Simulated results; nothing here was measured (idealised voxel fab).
process module | voxel tone inversion
It is cross-section cut that appears here, measuring 290 nm in width, its square cells being 5 nm in size.
Bands, listed from the top down, are how a cross-section gets written in this document; the cross-section itself is a grid of square cells, and a band is one or more rows of them.
Read a band's entry like this: the first values are the height of its top and the height of its bottom in nm, and what follows is the sequence of materials from left to right, each with its width in nm. Note that "empty" is empty space, and that a single material marked "throughout" reaches across the band from edge to edge.
Basically, 0 is our baseline, since under it the wafer straight out of the box is all one material. The bottom band has no lower end and keeps on going down, so it looks like "0 and below".
The width entry "30..40" should be interpreted row by row: the top row of cells in the band takes the first number, the bottom row takes the second number, and the change between adjacent rows is uniform throughout.
Take "nothing different" at face value: in the step it is given for, the cross-section changed in none of its cells.
Entry "Enclosed void catalog" = empty spaces >= 8 cells with no open way to the top; each as width x height at distance, distance from left edge, all nm.
Post-settings text on a step line: simulator's own remark regarding the step.
overlay nm: mask offset rightward from planned place, masked step; negative means leftward offset.

# So here's the lineup of process steps we planned
- 1: RECEIVE | material Si
- 2: CONFORMAL_DEP | material SiCN | thk nm 5
- 3: DIRECTIONAL_DEP | material aC | thk nm 15
- 4: PATTERN | tone cover | mask id POSTS | material resist | width nm 15 | pitch nm 45 | thk nm 20 | overlay nm 0
- 5: DIRECTIONAL_ETCH | etch materials aC | depth nm 15
- 6: STRIP | etch materials resist
- 7: FILL_DEP | material SiO2 | thk nm 10
- 8: CMP | height nm 20
- 9: STRIP | etch materials aC

# Received-state cross-section, reflecting completion of step 1
	0 and below  Si throughout
	Enclosed void catalog: none

# Cross-sectional result after module completion. Note: starting condition and plan are unchanged from above; one processing mistake was made
	20 down to 15  SiCN throughout
	15 down to 0  aC throughout
	0 and below  Si throughout
	Enclosed void catalog: none
Here's what went sideways: the executed order of steps 2 and 3 is the reverse of that specified in the plan, each step having taken the other's position
